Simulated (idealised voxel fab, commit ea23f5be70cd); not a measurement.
Process module heading - voxel tone inversion
Xsec cut, 300 nm wide, square cell size 5 nm.
Format of a cross-section: grid, square cells. Given as bands. Order: top down. Band: one or more rows of cells. Top, bottom (nm), then materials left to right with widths (nm); lone material tagged "all across" fills the whole band edge to edge; "blank" = empty space. Basically, 0 is our baseline, since under it the wafer straight out of the box is all one material. The bottom band has no lower end and keeps on going down, so it looks like "0 down". Note: "30->40" means the width goes from the first number (top row of the band) to the second number (bottom row) in equal steps per row of cells. "nothing got changed" after a step means that no cell of the cross-section changed. Reported under the label "Completely sealed voids" are the empty spaces having no open way to the top and comprising 8 cells or more; the notation for each is width x height at distance, in which the distance is measured from the left edge and all three values are in nm. Post-settings text on a step line: simulator's own remark regarding the step. overlay nm: mask offset rightward from planned place, masked step; negative means leftward offset.

[Steps planned for the process]
| 1 | op RECEIVE | material Si |
| 2 | op CONFORMAL_DEP | material SiN | thk nm 5 |
| 3 | op DIRECTIONAL_DEP | material polySi | thk nm 15 |
| 4 | op PATTERN | tone cover | mask id POSTS | material resist | width nm 15 | pitch nm 40 | thk nm 20 | overlay nm 0 |
| 5 | op DIRECTIONAL_ETCH | etch materials polySi | depth nm 15 |
| 6 | op STRIP | etch materials resist |
| 7 | op FILL_DEP | material SiO2 | thk nm 10 |
| 8 | op CMP | height nm 20 |
| 9 | op STRIP | etch materials polySi |
| 10 | op CONFORMAL_DEP | material TiN | thk nm 5 |
| 11 | op FILL_DEP | material Ru | thk nm 10 |
| 12 | op CMP | height nm 20 |
| 13 | op CONFORMAL_DEP | material SiN | thk nm 5 |

[Received-state cross-section, reflecting completion of step 1]
    0 down  Si all across
    Completely sealed voids: none

[Figure: cross-sectional view of the wafer upon completion of the module, processed from the initial state and according to the plan depicted above, with one error introduced during execution]
    25 to 20  SiN all across
    20 to 10  SiO2 (100), then TiN (5), then Ru (10), then TiN (5), then SiO2 (20), then TiN (5), then Ru (10), then TiN (5), then SiO2 (20), then TiN (5), then Ru (10), then TiN (5), then SiO2 (100)
    10 to 5  SiO2 (100), then TiN (20), then SiO2 (20), then TiN (20), then SiO2 (20), then TiN (20), then SiO2 (100)
    5 to 0  SiN all across
    0 down  Si all across
    Completely sealed voids: none
what went wrong: step 4 changed vs plan, executed as op PATTERN | tone cover | mask id POSTS | material resist | width nm 20 | pitch nm 40 | thk nm 20 | overlay nm 0
